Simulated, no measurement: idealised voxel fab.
Process module under the name voxel double patterning
Square cell edge 5 nm, section width 210 nm, ID cut.
In what follows, cross-sections appear as grids of square cells, described through bands that run from the top down, where every band is one or more rows of cells.
The entry gives the band's vertical extent as a top height and a bottom height in nm, then its horizontal make-up as materials from left to right, each with a width in nm. "blank" stands for empty space; a single material marked "throughout" fills the band edge to edge.
Heights are reckoned from 0. Under this level, the received wafer is all of one material. The bottommost band is open-ended downward, for example "from 0 down".
Width spec "30->40" -> top row of cells at first value, bottom row at second value, equal per-row change in between.
Reading "nothing got changed" for a step: not a cell of the cross-section changed in it.
"Unvented cavities" - sealed voids, min. 8 cells, no opening to top; format: width x height at distance (distance from left edge; nm throughout).
On each step's line, the part that comes after the settings is the simulator's own comment on the step.
The line of a step may include "overlay nm". On a step with a mask, this value is how far to the right of its planned place the mask lay. A negative value means the mask lay to the left.
These are the steps we planned for the process:
step 1: RECEIVE | material Si
step 2: CONFORMAL_DEP | material SiO2 | thk nm 5
step 3: DIRECTIONAL_DEP | material W | thk nm 10
step 4: DIRECTIONAL_DEP | material SiN | thk nm 10
step 5: MASKED_ETCH | tone open | mask id FIRST | width nm 15 | pitch nm 50 | etch materials SiN | depth nm 10 | overlay nm 0
step 6: MASKED_ETCH | tone open | mask id SECOND | width nm 15 | etch materials SiN | depth nm 10 | overlay nm 0
step 7: DIRECTIONAL_ETCH | etch materials W | depth nm 10
step 8: STRIP | etch materials SiN
Concerning the first of two wafers, which was run in accordance with the plan:
Cross-section of the incoming wafer, state after step 1:
  from 0 down | Si throughout
  Unvented cavities: none
After step 2: wafer cross-section:
  from 5 to 0 | SiO2 throughout
  At heights below 0, the structure remains unaltered.
After step 3: wafer cross-section:
  from 15 to 5 | W throughout
  At heights below 5, the structure remains unaltered.
After step 4: wafer cross-section:
  from 25 to 15 | SiN throughout
  At heights below 15, the structure remains unaltered.
After step 5: wafer cross-section:
  from 25 to 15 | SiN 70 | blank 15 | SiN 35 | blank 15 | SiN 75
  At heights below 15, the structure remains unaltered.
After step 6: wafer cross-section:
  from 25 to 15 | SiN 70 | blank 15 | SiN 10 | blank 15 | SiN 10 | blank 15 | SiN 75
  At heights below 15, the structure remains unaltered.
After step 7: wafer cross-section:
  from 25 to 15 | SiN 70 | blank 15 | SiN 10 | blank 15 | SiN 10 | blank 15 | SiN 75
  from 15 to 5 | W 70 | blank 15 | W 10 | blank 15 | W 10 | blank 15 | W 75
  At heights below 5, the structure remains unaltered.
After step 8: wafer cross-section:
  from 15 to 5 | W 70 | blank 15 | W 10 | blank 15 | W 10 | blank 15 | W 75
  At heights below 5, the structure remains unaltered.
Wafer two: like wafer one in start and plan, but with one mistake in execution; identical up to and including step 7:
X-section, second wafer, when step 8 was due to finish: nothing got changed
Which mistake was made when the wafer was run? step 8 from the plan never happened, it was just skipped
Cell-count delta at end, second wafer over first, by material: SiN: 66 more
